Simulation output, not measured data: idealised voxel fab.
Process module heading - voxel self aligned vias
195 nm wide, 5 nm square cells: that's cross-section cut.
Cross-section = grid of square cells, listed top down in bands; band = one or more rows. Top height, bottom height, nm. Materials left to right, width each, nm. Single material + "everywhere" = fills band edge to edge. "air" = empty. Zero point of the height axis is 0; under it, received wafer = one material. Lowest band: continues down indefinitely, "from 0 down". With a width like "30->40", each row of cells in the band differs from the next by the same amount, the top row carrying the first number and the bottom row the second. "nothing different" -> step changed no cross-section cell. Empty spaces without an open route to the top, at least 8 cells in extent, make up the entry "Sealed void listing"; each is given as width x height at distance, where the distance is measured from the left edge, and all are in nm. What comes after the settings on a step's line is commentary from the simulator itself on that step. A step line may carry the setting "overlay nm", which, for steps involving a mask, states the distance by which the mask lay to the right of its intended position; negative values denote displacement to the left.

-- The process steps that were planned are listed below
- 1: RECEIVE (material Si)
- 2: CONFORMAL_DEP (material SiO2; thk nm 15)
- 3: CONFORMAL_DEP (material SiCN; thk nm 5)
- 4: DIRECTIONAL_DEP (material SiO2; thk nm 25)
- 5: MASKED_ETCH (tone open; mask id LINES; width nm 25; pitch nm 65; etch materials SiO2; depth nm 25; overlay nm 0)
- 6: CONFORMAL_DEP (material TiN; thk nm 5)
- 7: FILL_DEP (material Ru; thk nm 10)
- 8: CMP (height nm 45)
- 9: SELECTIVE_ETCH (etch materials W Ru TiN; depth nm 5)
- 10: FILL_DEP (material SiN; thk nm 5)
- 11: CMP (height nm 45)
- 12: DIRECTIONAL_DEP (material SiO2; thk nm 15)
- 13: DIRECTIONAL_DEP (material aC; thk nm 10)
- 14: PATTERN (tone open; mask id VIAS; material resist; width nm 35; thk nm 30; overlay nm 0)
- 15: DIRECTIONAL_ETCH (etch materials aC; depth nm 10)
- 16: STRIP (etch materials resist)
- 17: DIRECTIONAL_ETCH (etch materials SiO2; depth nm 15)
- 18: DIRECTIONAL_ETCH (etch materials SiN; depth nm 5)
- 19: STRIP (etch materials aC)
- 20: CONFORMAL_DEP (material TiN; thk nm 5)
- 21: FILL_DEP (material Ru; thk nm 10)
- 22: CMP (height nm 60)
- 23: CONFORMAL_DEP (material SiN; thk nm 5)

-- Cross-section, incoming material, after step 1
> from 0 down | Si everywhere
> Sealed void listing: none

-- Cross-section, first of two wafers, end of module, run as planned
> from 65 to 60 | SiN everywhere
> from 60 to 50 | SiO2: 45; TiN: 5; Ru: 25; TiN: 5; SiO2: 115
> from 50 to 45 | SiO2: 45; TiN: 10; Ru: 15; TiN: 10; SiO2: 115
> from 45 to 40 | SiO2: 50; TiN: 25; SiO2: 40; SiN: 25; SiO2: 55
> from 40 to 25 | SiO2: 50; TiN: 5; Ru: 15; TiN: 5; SiO2: 40; TiN: 5; Ru: 15; TiN: 5; SiO2: 55
> from 25 to 20 | SiO2: 50; TiN: 25; SiO2: 40; TiN: 25; SiO2: 55
> from 20 to 15 | SiCN everywhere
> from 15 to 0 | SiO2 everywhere
> from 0 down | Si everywhere
> Sealed void listing: none

-- End-of-module cross-section of the second wafer: identical starting point and process plan to the first, with one processing mistake
> from 65 to 60 | SiN everywhere
> from 60 to 50 | Ru: 40; TiN: 5; SiO2: 35; TiN: 5; Ru: 110
> from 50 to 45 | TiN: 45; SiO2: 35; TiN: 40; Ru: 15; TiN: 60
> from 45 to 40 | SiO2: 50; SiN: 25; SiO2: 40; TiN: 25; SiO2: 55
> from 40 to 25 | SiO2: 50; TiN: 5; Ru: 15; TiN: 5; SiO2: 40; TiN: 5; Ru: 15; TiN: 5; SiO2: 55
> from 25 to 20 | SiO2: 50; TiN: 25; SiO2: 40; TiN: 25; SiO2: 55
> from 20 to 15 | SiCN everywhere
> from 15 to 0 | SiO2 everywhere
> from 0 down | Si everywhere
> Sealed void listing: none
what went wrong: so step 14 ended up running with a different setting than we planned, it ran as PATTERN (tone cover; mask id VIAS; material resist; width nm 35; thk nm 30; overlay nm 0)
Looking at both finished wafers in cells, the second ends up ahead of or behind the first on some materials: Ru +50 | SiO2 -75 | TiN +25
